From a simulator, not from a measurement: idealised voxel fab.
process module | voxel wiring stack
FYI the section here is cut, 215 nm wide, cells are 5 nm squares.
A cross-section is written here as square cells arranged in a grid, and it is given in bands from the top down, each band taking up one or more rows of cells. Top, bottom (nm), then materials left to right with widths (nm); lone material tagged "all across" fills the whole band edge to edge; "blank" = empty space. Height datum 0, below which the as-received substrate wafer is one material. Lowest band open at the bottom, running downward: "from 0 down". Width: "30 to 40" (first number = top row, second number = bottom row, same change from row to row of cells). A step reported as "everything unchanged" is a step in which no cell of the cross-section changed. In "Closed internal cavities" the enclosed voids are listed, meaning empty spaces of 8 cells or larger without any opening to the top. The form is width x height at distance, distance from the left edge, units nm. What comes after the settings on a step's line is commentary from the simulator itself on that step. If you see "overlay nm" on a step's line and that step has a mask, it's telling you how far right of where it was planned the mask ended up; a negative number means it went left instead.

Below is the list of planned process steps:
1 op RECEIVE | material Si
2 op CONFORMAL_DEP | material SiO2 | thk nm 15
3 op DIRECTIONAL_DEP | material TiN | thk nm 5
4 op DIRECTIONAL_DEP | material Ru | thk nm 20
5 op DIRECTIONAL_DEP | material aC | thk nm 10
6 op PATTERN | tone cover | mask id METAL_1 | material resist | width nm 25 | pitch nm 50 | thk nm 30 | overlay nm 0
7 op DIRECTIONAL_ETCH | etch materials aC | depth nm 10
8 op STRIP | etch materials resist
9 op DIRECTIONAL_ETCH | etch materials Ru | depth nm 20
10 op DIRECTIONAL_ETCH | etch materials TiN | depth nm 5
11 op STRIP | etch materials aC
12 op FILL_DEP | material SiO2 | thk nm 10
13 op CMP | height nm 40
14 op CONFORMAL_DEP | material SiCN | thk nm 5
15 op DIRECTIONAL_DEP | material SiO2 | thk nm 20
16 op MASKED_ETCH | tone open | mask id PLUG_1 | width nm 15 | pitch nm 50 | etch materials SiO2 | depth nm 20 | overlay nm 0
17 op MASKED_ETCH | tone open | mask id PLUG_1 | width nm 15 | pitch nm 50 | etch materials SiCN | depth nm 5 | overlay nm 0
18 op EPI | material Ru | thk nm 10
19 op EPI | material Ru | thk nm 10
20 op EPI | material Ru | thk nm 5
21 op DIRECTIONAL_DEP | material TiN | thk nm 5
22 op DIRECTIONAL_DEP | material Ru | thk nm 15
23 op DIRECTIONAL_DEP | material aC | thk nm 10
24 op PATTERN | tone cover | mask id METAL_2 | material resist | width nm 25 | pitch nm 50 | thk nm 30 | overlay nm 0
25 op DIRECTIONAL_ETCH | etch materials aC | depth nm 10
26 op STRIP | etch materials resist
27 op DIRECTIONAL_ETCH | etch materials Ru | depth nm 15
28 op DIRECTIONAL_ETCH | etch materials TiN | depth nm 5
29 op STRIP | etch materials aC
30 op FILL_DEP | material SiO2 | thk nm 5
31 op CMP | height nm 85
32 op CONFORMAL_DEP | material SiCN | thk nm 5
33 op DIRECTIONAL_DEP | material lowk | thk nm 10
34 op MASKED_ETCH | tone open | mask id PLUG_2 | width nm 15 | pitch nm 50 | etch materials lowk | depth nm 10 | overlay nm 0
35 op MASKED_ETCH | tone open | mask id PLUG_2 | width nm 15 | pitch nm 50 | etch materials SiCN | depth nm 5 | overlay nm 0
36 op CONFORMAL_DEP | material TiN | thk nm 5
37 op FILL_DEP | material W | thk nm 5
38 op CMP | height nm 100
39 op CONFORMAL_DEP | material SiN | thk nm 5
40 op DIRECTIONAL_DEP | material SiO2 | thk nm 25
41 op PATTERN | tone open | mask id METAL_3 | material resist | width nm 25 | pitch nm 50 | thk nm 20 | overlay nm 0
42 op DIRECTIONAL_ETCH | etch materials SiO2 | depth nm 25
43 op DIRECTIONAL_ETCH | etch materials SiN | depth nm 5
44 op STRIP | etch materials resist
45 op CONFORMAL_DEP | material TiN | thk nm 5
46 op FILL_DEP | material Cu | thk nm 5
47 op CMP | height nm 130
48 op CONFORMAL_DEP | material SiCN | thk nm 5
49 op DIRECTIONAL_DEP | material SiO2 | thk nm 20
50 op MASKED_ETCH | tone open | mask id PLUG_3 | width nm 15 | etch materials SiO2 | depth nm 20 | overlay nm 0
51 op MASKED_ETCH | tone open | mask id PLUG_3 | width nm 15 | etch materials SiCN | depth nm 5 | overlay nm 0
52 op EPI | material Ru | thk nm 10
53 op EPI | material Ru | thk nm 10
54 op EPI | material Ru | thk nm 5
55 op CONFORMAL_DEP | material SiCN | thk nm 5
56 op DIRECTIONAL_DEP | material lowk | thk nm 25
57 op MASKED_ETCH | tone open | mask id METAL_4 | width nm 25 | pitch nm 50 | etch materials lowk | depth nm 25 | overlay nm 0
58 op MASKED_ETCH | tone open | mask id METAL_4 | width nm 25 | pitch nm 50 | etch materials SiCN | depth nm 5 | overlay nm 0
59 op CONFORMAL_DEP | material TiN | thk nm 5
60 op FILL_DEP | material Cu | thk nm 10
61 op CMP | height nm 185
62 op CONFORMAL_DEP | material SiN | thk nm 5

First wafer of two (run as planned):

Cross-section of the wafer at receipt, which is the condition after step 1:
from 0 down: Si all across
Closed internal cavities: none

after step 2:
from 15 to 0: SiO2 all across
Heights below 0 show no change.

after step 3:
from 20 to 15: TiN all across
Heights below 15 show no change.

after step 4:
from 40 to 20: Ru all across
Heights below 20 show no change.

after step 5:
from 50 to 40: aC all across
Heights below 40 show no change.

after step 6:
from 80 to 50: 70 blank, 25 resist, 25 blank, 25 resist, 70 blank
Heights below 50 show no change.

after step 7:
from 70 to 50: 70 blank, 25 resist, 25 blank, 25 resist, 70 blank
from 50 to 40: 70 blank, 25 aC, 25 blank, 25 aC, 70 blank
Heights below 40 show no change.

after step 8:
from 50 to 40: 70 blank, 25 aC, 25 blank, 25 aC, 70 blank
Heights below 40 show no change.

after step 9:
from 50 to 40: 70 blank, 25 aC, 25 blank, 25 aC, 70 blank
from 40 to 20: 70 blank, 25 Ru, 25 blank, 25 Ru, 70 blank
Heights below 20 show no change.

after step 10:
from 50 to 40: 70 blank, 25 aC, 25 blank, 25 aC, 70 blank
from 40 to 20: 70 blank, 25 Ru, 25 blank, 25 Ru, 70 blank
from 20 to 15: 70 blank, 25 TiN, 25 blank, 25 TiN, 70 blank
Heights below 15 show no change.

after step 11:
from 40 to 20: 70 blank, 25 Ru, 25 blank, 25 Ru, 70 blank
Heights below 20 show no change.

after step 12:
from 50 to 40: SiO2 all across
from 40 to 20: 70 SiO2, 25 Ru, 25 SiO2, 25 Ru, 70 SiO2
from 20 to 15: 70 SiO2, 25 TiN, 25 SiO2, 25 TiN, 70 SiO2
Heights below 15 show no change.

after step 13:
from 40 to 20: 70 SiO2, 25 Ru, 25 SiO2, 25 Ru, 70 SiO2
Heights below 20 show no change.

after step 14:
from 45 to 40: SiCN all across
Heights below 40 show no change.

after step 15:
from 65 to 45: SiO2 all across
Heights below 45 show no change.

after step 16:
from 65 to 45: 70 SiO2, 15 blank, 35 SiO2, 15 blank, 80 SiO2
Heights below 45 show no change.

after step 17:
from 65 to 45: 70 SiO2, 15 blank, 35 SiO2, 15 blank, 80 SiO2
from 45 to 40: 70 SiCN, 15 blank, 35 SiCN, 15 blank, 80 SiCN
Heights below 40 show no change.

after step 18:
from 65 to 50: 70 SiO2, 15 blank, 35 SiO2, 15 blank, 80 SiO2
from 50 to 45: 70 SiO2, 15 Ru, 35 SiO2, 15 Ru, 80 SiO2
from 45 to 40: 70 SiCN, 15 Ru, 35 SiCN, 15 Ru, 80 SiCN
Heights below 40 show no change.

after step 19:
from 65 to 60: 70 SiO2, 15 blank, 35 SiO2, 15 blank, 80 SiO2
from 60 to 45: 70 SiO2, 15 Ru, 35 SiO2, 15 Ru, 80 SiO2
Heights below 45 show no change.

after step 20:
from 65 to 45: 70 SiO2, 15 Ru, 35 SiO2, 15 Ru, 80 SiO2
Heights below 45 show no change.

after step 21:
from 70 to 65: TiN all across
Heights below 65 show no change.

after step 22:
from 85 to 70: Ru all across
Heights below 70 show no change.

after step 23:
from 95 to 85: aC all across
Heights below 85 show no change.

after step 24:
from 125 to 95: 70 blank, 25 resist, 25 blank, 25 resist, 70 blank
Heights below 95 show no change.

after step 25:
from 115 to 95: 70 blank, 25 resist, 25 blank, 25 resist, 70 blank
from 95 to 85: 70 blank, 25 aC, 25 blank, 25 aC, 70 blank
Heights below 85 show no change.

after step 26:
from 95 to 85: 70 blank, 25 aC, 25 blank, 25 aC, 70 blank
Heights below 85 show no change.

after step 27:
from 95 to 85: 70 blank, 25 aC, 25 blank, 25 aC, 70 blank
from 85 to 70: 70 blank, 25 Ru, 25 blank, 25 Ru, 70 blank
Heights below 70 show no change.

after step 28:
from 95 to 85: 70 blank, 25 aC, 25 blank, 25 aC, 70 blank
from 85 to 70: 70 blank, 25 Ru, 25 blank, 25 Ru, 70 blank
from 70 to 65: 70 blank, 25 TiN, 25 blank, 25 TiN, 70 blank
Heights below 65 show no change.

after step 29:
from 85 to 70: 70 blank, 25 Ru, 25 blank, 25 Ru, 70 blank
Heights below 70 show no change.

after step 30:
from 90 to 85: SiO2 all across
from 85 to 70: 70 SiO2, 25 Ru, 25 SiO2, 25 Ru, 70 SiO2
from 70 to 65: 70 SiO2, 25 TiN, 25 SiO2, 25 TiN, 70 SiO2
Heights below 65 show no change.

after step 31:
from 85 to 70: 70 SiO2, 25 Ru, 25 SiO2, 25 Ru, 70 SiO2
Heights below 70 show no change.

after step 32:
from 90 to 85: SiCN all across
Heights below 85 show no change.

after step 33:
from 100 to 90: lowk all across
Heights below 90 show no change.

after step 34:
from 100 to 90: 70 lowk, 15 blank, 35 lowk, 15 blank, 80 lowk
Heights below 90 show no change.

after step 35:
from 100 to 90: 70 lowk, 15 blank, 35 lowk, 15 blank, 80 lowk
from 90 to 85: 70 SiCN, 15 blank, 35 SiCN, 15 blank, 80 SiCN
Heights below 85 show no change.

after step 36:
from 105 to 100: 75 TiN, 5 blank, 45 TiN, 5 blank, 85 TiN
from 100 to 90: 70 lowk, 5 TiN, 5 blank, 5 TiN, 35 lowk, 5 TiN, 5 blank, 5 TiN, 80 lowk
from 90 to 85: 70 SiCN, 15 TiN, 35 SiCN, 15 TiN, 80 SiCN
Heights below 85 show no change.

after step 37:
from 110 to 105: W all across
from 105 to 100: 75 TiN, 5 W, 45 TiN, 5 W, 85 TiN
from 100 to 90: 70 lowk, 5 TiN, 5 W, 5 TiN, 35 lowk, 5 TiN, 5 W, 5 TiN, 80 lowk
Heights below 90 show no change.

after step 38:
from 100 to 90: 70 lowk, 5 TiN, 5 W, 5 TiN, 35 lowk, 5 TiN, 5 W, 5 TiN, 80 lowk
Heights below 90 show no change.

after step 39:
from 105 to 100: SiN all across
Heights below 100 show no change.

after step 40:
from 130 to 105: SiO2 all across
Heights below 105 show no change.

after step 41:
from 150 to 130: 70 resist, 25 blank, 25 resist, 25 blank, 70 resist
Heights below 130 show no change.

after step 42:
from 150 to 130: 70 resist, 25 blank, 25 resist, 25 blank, 70 resist
from 130 to 105: 70 SiO2, 25 blank, 25 SiO2, 25 blank, 70 SiO2
Heights below 105 show no change.

after step 43:
from 150 to 130: 70 resist, 25 blank, 25 resist, 25 blank, 70 resist
from 130 to 105: 70 SiO2, 25 blank, 25 SiO2, 25 blank, 70 SiO2
from 105 to 100: 70 SiN, 25 blank, 25 SiN, 25 blank, 70 SiN
Heights below 100 show no change.

after step 44:
from 130 to 105: 70 SiO2, 25 blank, 25 SiO2, 25 blank, 70 SiO2
Heights below 105 show no change.

after step 45:
from 135 to 130: 75 TiN, 15 blank, 35 TiN, 15 blank, 75 TiN
from 130 to 105: 70 SiO2, 5 TiN, 15 blank, 5 TiN, 25 SiO2, 5 TiN, 15 blank, 5 TiN, 70 SiO2
from 105 to 100: 70 SiN, 25 TiN, 25 SiN, 25 TiN, 70 SiN
Heights below 100 show no change.

after step 46:
from 140 to 135: Cu all across
from 135 to 130: 75 TiN, 15 Cu, 35 TiN, 15 Cu, 75 TiN
from 130 to 105: 70 SiO2, 5 TiN, 15 Cu, 5 TiN, 25 SiO2, 5 TiN, 15 Cu, 5 TiN, 70 SiO2
Heights below 105 show no change.

after step 47:
from 130 to 105: 70 SiO2, 5 TiN, 15 Cu, 5 TiN, 25 SiO2, 5 TiN, 15 Cu, 5 TiN, 70 SiO2
Heights below 105 show no change.

after step 48:
from 135 to 130: SiCN all across
Heights below 130 show no change.

after step 49:
from 155 to 135: SiO2 all across
Heights below 135 show no change.

after step 50:
from 155 to 135: 70 SiO2, 15 blank, 130 SiO2
Heights below 135 show no change.

after step 51:
from 155 to 135: 70 SiO2, 15 blank, 130 SiO2
from 135 to 130: 70 SiCN, 15 blank, 130 SiCN
Heights below 130 show no change.

after step 52:
from 155 to 140: 70 SiO2, 15 blank, 130 SiO2
from 140 to 135: 70 SiO2, 15 Ru, 130 SiO2
from 135 to 130: 70 SiCN, 15 Ru, 130 SiCN
Heights below 130 show no change.

after step 53:
from 155 to 150: 70 SiO2, 15 blank, 130 SiO2
from 150 to 135: 70 SiO2, 15 Ru, 130 SiO2
Heights below 135 show no change.

after step 54:
from 155 to 135: 70 SiO2, 15 Ru, 130 SiO2
Heights below 135 show no change.

after step 55:
from 160 to 155: SiCN all across
Heights below 155 show no change.

after step 56:
from 185 to 160: lowk all across
Heights below 160 show no change.

after step 57:
from 185 to 160: 70 lowk, 25 blank, 25 lowk, 25 blank, 70 lowk
Heights below 160 show no change.

after step 58:
from 185 to 160: 70 lowk, 25 blank, 25 lowk, 25 blank, 70 lowk
from 160 to 155: 70 SiCN, 25 blank, 25 SiCN, 25 blank, 70 SiCN
Heights below 155 show no change.

after step 59:
from 190 to 185: 75 TiN, 15 blank, 35 TiN, 15 blank, 75 TiN
from 185 to 160: 70 lowk, 5 TiN, 15 blank, 5 TiN, 25 lowk, 5 TiN, 15 blank, 5 TiN, 70 lowk
from 160 to 155: 70 SiCN, 25 TiN, 25 SiCN, 25 TiN, 70 SiCN
Heights below 155 show no change.

after step 60:
from 200 to 190: Cu all across
from 190 to 185: 75 TiN, 15 Cu, 35 TiN, 15 Cu, 75 TiN
from 185 to 160: 70 lowk, 5 TiN, 15 Cu, 5 TiN, 25 lowk, 5 TiN, 15 Cu, 5 TiN, 70 lowk
Heights below 160 show no change.

after step 61:
from 185 to 160: 70 lowk, 5 TiN, 15 Cu, 5 TiN, 25 lowk, 5 TiN, 15 Cu, 5 TiN, 70 lowk
Heights below 160 show no change.

after step 62:
from 190 to 185: SiN all across
Heights below 185 show no change.

The remaining wafer, second of the two, started like the first and was run to the same plan, except that one mistake was made along the way; the two coincide through step 21, inclusive:

Cross-section of the second wafer when, according to plan, step 22 should have finished:
from 80 to 70: Ru all across
Heights below 70 show no change.

Cross-section of the second wafer when, according to plan, step 23 should have finished:
from 90 to 80: aC all across
Heights below 80 show no change.

Cross-section of the second wafer when, according to plan, step 24 should have finished:
from 120 to 90: 70 blank, 25 resist, 25 blank, 25 resist, 70 blank
Heights below 90 show no change.

Cross-section of the second wafer when, according to plan, step 25 should have finished:
from 110 to 90: 70 blank, 25 resist, 25 blank, 25 resist, 70 blank
from 90 to 80: 70 blank, 25 aC, 25 blank, 25 aC, 70 blank
Heights below 80 show no change.

Cross-section of the second wafer when, according to plan, step 26 should have finished:
from 90 to 80: 70 blank, 25 aC, 25 blank, 25 aC, 70 blank
Heights below 80 show no change.

Cross-section of the second wafer when, according to plan, step 27 should have finished:
from 90 to 80: 70 blank, 25 aC, 25 blank, 25 aC, 70 blank
from 80 to 70: 70 blank, 25 Ru, 25 blank, 25 Ru, 70 blank
Heights below 70 show no change.

Cross-section of the second wafer when, according to plan, step 28 should have finished:
from 90 to 80: 70 blank, 25 aC, 25 blank, 25 aC, 70 blank
from 80 to 70: 70 blank, 25 Ru, 25 blank, 25 Ru, 70 blank
from 70 to 65: 70 blank, 25 TiN, 25 blank, 25 TiN, 70 blank
Heights below 65 show no change.

Cross-section of the second wafer when, according to plan, step 29 should have finished:
from 80 to 70: 70 blank, 25 Ru, 25 blank, 25 Ru, 70 blank
Heights below 70 show no change.

Cross-section of the second wafer when, according to plan, step 30 should have finished:
from 85 to 80: SiO2 all across
from 80 to 70: 70 SiO2, 25 Ru, 25 SiO2, 25 Ru, 70 SiO2
from 70 to 65: 70 SiO2, 25 TiN, 25 SiO2, 25 TiN, 70 SiO2
Heights below 65 show no change.

Cross-section of the second wafer when, according to plan, step 31 should have finished: everything unchanged

Cross-section of the second wafer when, according to plan, step 32 should have finished:
from 90 to 85: SiCN all across
Heights below 85 show no change.

Cross-section of the second wafer when, according to plan, step 33 should have finished:
from 100 to 90: lowk all across
Heights below 90 show no change.

Cross-section of the second wafer when, according to plan, step 34 should have finished:
from 100 to 90: 70 lowk, 15 blank, 35 lowk, 15 blank, 80 lowk
Heights below 90 show no change.

Cross-section of the second wafer when, according to plan, step 35 should have finished:
from 100 to 90: 70 lowk, 15 blank, 35 lowk, 15 blank, 80 lowk
from 90 to 85: 70 SiCN, 15 blank, 35 SiCN, 15 blank, 80 SiCN
Heights below 85 show no change.

Cross-section of the second wafer when, according to plan, step 36 should have finished:
from 105 to 100: 75 TiN, 5 blank, 45 TiN, 5 blank, 85 TiN
from 100 to 90: 70 lowk, 5 TiN, 5 blank, 5 TiN, 35 lowk, 5 TiN, 5 blank, 5 TiN, 80 lowk
from 90 to 85: 70 SiCN, 15 TiN, 35 SiCN, 15 TiN, 80 SiCN
Heights below 85 show no change.

Cross-section of the second wafer when, according to plan, step 37 should have finished:
from 110 to 105: W all across
from 105 to 100: 75 TiN, 5 W, 45 TiN, 5 W, 85 TiN
from 100 to 90: 70 lowk, 5 TiN, 5 W, 5 TiN, 35 lowk, 5 TiN, 5 W, 5 TiN, 80 lowk
Heights below 90 show no change.

Cross-section of the second wafer when, according to plan, step 38 should have finished:
from 100 to 90: 70 lowk, 5 TiN, 5 W, 5 TiN, 35 lowk, 5 TiN, 5 W, 5 TiN, 80 lowk
Heights below 90 show no change.

Cross-section of the second wafer when, according to plan, step 39 should have finished:
from 105 to 100: SiN all across
Heights below 100 show no change.

Cross-section of the second wafer when, according to plan, step 40 should have finished:
from 130 to 105: SiO2 all across
Heights below 105 show no change.

Cross-section of the second wafer when, according to plan, step 41 should have finished:
from 150 to 130: 70 resist, 25 blank, 25 resist, 25 blank, 70 resist
Heights below 130 show no change.

Cross-section of the second wafer when, according to plan, step 42 should have finished:
from 150 to 130: 70 resist, 25 blank, 25 resist, 25 blank, 70 resist
from 130 to 105: 70 SiO2, 25 blank, 25 SiO2, 25 blank, 70 SiO2
Heights below 105 show no change.

Cross-section of the second wafer when, according to plan, step 43 should have finished:
from 150 to 130: 70 resist, 25 blank, 25 resist, 25 blank, 70 resist
from 130 to 105: 70 SiO2, 25 blank, 25 SiO2, 25 blank, 70 SiO2
from 105 to 100: 70 SiN, 25 blank, 25 SiN, 25 blank, 70 SiN
Heights below 100 show no change.

Cross-section of the second wafer when, according to plan, step 44 should have finished:
from 130 to 105: 70 SiO2, 25 blank, 25 SiO2, 25 blank, 70 SiO2
Heights below 105 show no change.

Cross-section of the second wafer when, according to plan, step 45 should have finished:
from 135 to 130: 75 TiN, 15 blank, 35 TiN, 15 blank, 75 TiN
from 130 to 105: 70 SiO2, 5 TiN, 15 blank, 5 TiN, 25 SiO2, 5 TiN, 15 blank, 5 TiN, 70 SiO2
from 105 to 100: 70 SiN, 25 TiN, 25 SiN, 25 TiN, 70 SiN
Heights below 100 show no change.

Cross-section of the second wafer when, according to plan, step 46 should have finished:
from 140 to 135: Cu all across
from 135 to 130: 75 TiN, 15 Cu, 35 TiN, 15 Cu, 75 TiN
from 130 to 105: 70 SiO2, 5 TiN, 15 Cu, 5 TiN, 25 SiO2, 5 TiN, 15 Cu, 5 TiN, 70 SiO2
Heights below 105 show no change.

Cross-section of the second wafer when, according to plan, step 47 should have finished:
from 130 to 105: 70 SiO2, 5 TiN, 15 Cu, 5 TiN, 25 SiO2, 5 TiN, 15 Cu, 5 TiN, 70 SiO2
Heights below 105 show no change.

Cross-section of the second wafer when, according to plan, step 48 should have finished:
from 135 to 130: SiCN all across
Heights below 130 show no change.

Cross-section of the second wafer when, according to plan, step 49 should have finished:
from 155 to 135: SiO2 all across
Heights below 135 show no change.

Cross-section of the second wafer when, according to plan, step 50 should have finished:
from 155 to 135: 70 SiO2, 15 blank, 130 SiO2
Heights below 135 show no change.

Cross-section of the second wafer when, according to plan, step 51 should have finished:
from 155 to 135: 70 SiO2, 15 blank, 130 SiO2
from 135 to 130: 70 SiCN, 15 blank, 130 SiCN
Heights below 130 show no change.

Cross-section of the second wafer when, according to plan, step 52 should have finished:
from 155 to 140: 70 SiO2, 15 blank, 130 SiO2
from 140 to 135: 70 SiO2, 15 Ru, 130 SiO2
from 135 to 130: 70 SiCN, 15 Ru, 130 SiCN
Heights below 130 show no change.

Cross-section of the second wafer when, according to plan, step 53 should have finished:
from 155 to 150: 70 SiO2, 15 blank, 130 SiO2
from 150 to 135: 70 SiO2, 15 Ru, 130 SiO2
Heights below 135 show no change.

Cross-section of the second wafer when, according to plan, step 54 should have finished:
from 155 to 135: 70 SiO2, 15 Ru, 130 SiO2
Heights below 135 show no change.

Cross-section of the second wafer when, according to plan, step 55 should have finished:
from 160 to 155: SiCN all across
Heights below 155 show no change.

Cross-section of the second wafer when, according to plan, step 56 should have finished:
from 185 to 160: lowk all across
Heights below 160 show no change.

Cross-section of the second wafer when, according to plan, step 57 should have finished:
from 185 to 160: 70 lowk, 25 blank, 25 lowk, 25 blank, 70 lowk
Heights below 160 show no change.

Cross-section of the second wafer when, according to plan, step 58 should have finished:
from 185 to 160: 70 lowk, 25 blank, 25 lowk, 25 blank, 70 lowk
from 160 to 155: 70 SiCN, 25 blank, 25 SiCN, 25 blank, 70 SiCN
Heights below 155 show no change.

Cross-section of the second wafer when, according to plan, step 59 should have finished:
from 190 to 185: 75 TiN, 15 blank, 35 TiN, 15 blank, 75 TiN
from 185 to 160: 70 lowk, 5 TiN, 15 blank, 5 TiN, 25 lowk, 5 TiN, 15 blank, 5 TiN, 70 lowk
from 160 to 155: 70 SiCN, 25 TiN, 25 SiCN, 25 TiN, 70 SiCN
Heights below 155 show no change.

Cross-section of the second wafer when, according to plan, step 60 should have finished:
from 200 to 190: Cu all across
from 190 to 185: 75 TiN, 15 Cu, 35 TiN, 15 Cu, 75 TiN
from 185 to 160: 70 lowk, 5 TiN, 15 Cu, 5 TiN, 25 lowk, 5 TiN, 15 Cu, 5 TiN, 70 lowk
Heights below 160 show no change.

Cross-section of the second wafer when, according to plan, step 61 should have finished:
from 185 to 160: 70 lowk, 5 TiN, 15 Cu, 5 TiN, 25 lowk, 5 TiN, 15 Cu, 5 TiN, 70 lowk
Heights below 160 show no change.

Cross-section of the second wafer when, according to plan, step 62 should have finished:
from 190 to 185: SiN all across
Heights below 185 show no change.
Where did the run depart from the plan? heads up, step 22 didn't go per plan, it actually ran as op DIRECTIONAL_DEP | material Ru | thk nm 10
Counted in cells at the end, the second wafer holds more or fewer of these materials than the first: Ru: 10 fewer | SiO2: 10 more
